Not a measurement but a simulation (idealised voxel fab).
process module | voxel tone inversion
cross-section cut | 230 nm wide | cells 5 nm
A cross-section is a grid of square cells, given in bands from the top down. A band is one or more rows of cells.
Each band's line starts with the height of the band's top and of its bottom, in nm. Then come its materials from left to right, each with its width in nm. One material with "throughout" fills the band from edge to edge. "air" is empty space.
Height 0 is the level under which the wafer as received is all one material. The lowest band goes on downwards, as in "0 down".
A width such as "30 to 40" changes by the same amount from each row of cells to the next, from the band's top row to its bottom row.
"no change" after a step means that no cell of the cross-section changed.
closed voids: empty space of 8 cells or more with no open way to the top, each as width x height at its distance from the left edge, in nm
after a step's settings: what the simulator itself notes on the step
overlay nm, on a step with a mask: how far to the right of its planned place the mask lay; to the left if negative
plan
1 op RECEIVE | material Si
2 op CONFORMAL_DEP | material SiN | thk nm 10
3 op DIRECTIONAL_DEP | material aC | thk nm 25
4 op PATTERN | tone cover | mask id POSTS | material resist | width nm 20 | pitch nm 35 | thk nm 35 | overlay nm 0
5 op DIRECTIONAL_ETCH | etch materials aC | depth nm 25
6 op STRIP | etch materials resist
7 op FILL_DEP | material lowk | thk nm 10
8 op CMP | height nm 35
9 op STRIP | etch materials aC
as received, after step 1
  0 down: Si throughout
  closed voids: none
a wafer at the end: this start, this plan, one mistake
  25 to 10: lowk 70 | air 20 | lowk 15 | air 20 | lowk 15 | air 20 | lowk 70
  10 to 0: SiN throughout
  0 down: Si throughout
  closed voids: none
what went wrong: step 8 ran as: op CMP | height nm 25
